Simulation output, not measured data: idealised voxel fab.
Module name: voxel double patterning (process module)
The width of the displayed cross-section, cut, is 300 nm; its cells are square, with a size of 5 nm.
Just so we're on the same page, the cross-sections are grids of square cells, and they're listed out in bands top to bottom, each band one or more rows deep.
Top height, bottom height, nm. Materials left to right, width each, nm. Single material + "edge to edge" = fills band edge to edge. "empty" = empty.
Heights are expressed relative to 0, this being the level below which the as-received wafer comprises one material exclusively. The lowest band is unbounded in the downward direction and is denoted as in "from 0 down".
The notation "30->40" denotes a width that varies across the rows of cells in the band, beginning at the first number in the top row, finishing at the second number in the bottom row, and changing by an identical amount from each row to the next.
Step note "no modification" = no cross-section cell changed.
Closed-off voids of 8+ cells (no open route to the top) go in "Sealed-off cavities", written width x height at distance from the left edge, in nm.
Read whatever lies past the settings on a step's line as the simulator's own remark about the step.
The line of a step may include "overlay nm". On a step with a mask, this value is how far to the right of its planned place the mask lay. A negative value means the mask lay to the left.
## Planned step list for the process
1. RECEIVE (material Si)
2. CONFORMAL_DEP (material SiO2; thk nm 10)
3. DIRECTIONAL_DEP (material TiN; thk nm 15)
4. DIRECTIONAL_DEP (material SiCN; thk nm 5)
5. DIRECTIONAL_DEP (material aC; thk nm 10)
6. PATTERN (tone open; mask id FIRST; material resist; width nm 15; pitch nm 50; thk nm 30; overlay nm 0)
7. DIRECTIONAL_ETCH (etch materials aC; depth nm 10)
8. STRIP (etch materials resist)
9. DIRECTIONAL_ETCH (etch materials SiCN; depth nm 5)
10. STRIP (etch materials aC)
11. MASKED_ETCH (tone open; mask id SECOND; width nm 15; pitch nm 50; etch materials SiCN; depth nm 5; overlay nm 0)
12. DIRECTIONAL_ETCH (etch materials TiN; depth nm 15)
13. STRIP (etch materials SiCN)
## Cross-section, incoming material, after step 1
    from 0 down  Si edge to edge
    Sealed-off cavities: none
## Cross-section, end of module. Start: as above. Plan: as above. Execution: one mistake
    from 25 to 15  SiO2 edge to edge
    from 15 to 0  TiN edge to edge
    from 0 down  Si edge to edge
    Sealed-off cavities: none
Misprocessing identified: step 3 occupied the plan position of step 2, and the converse holds as well
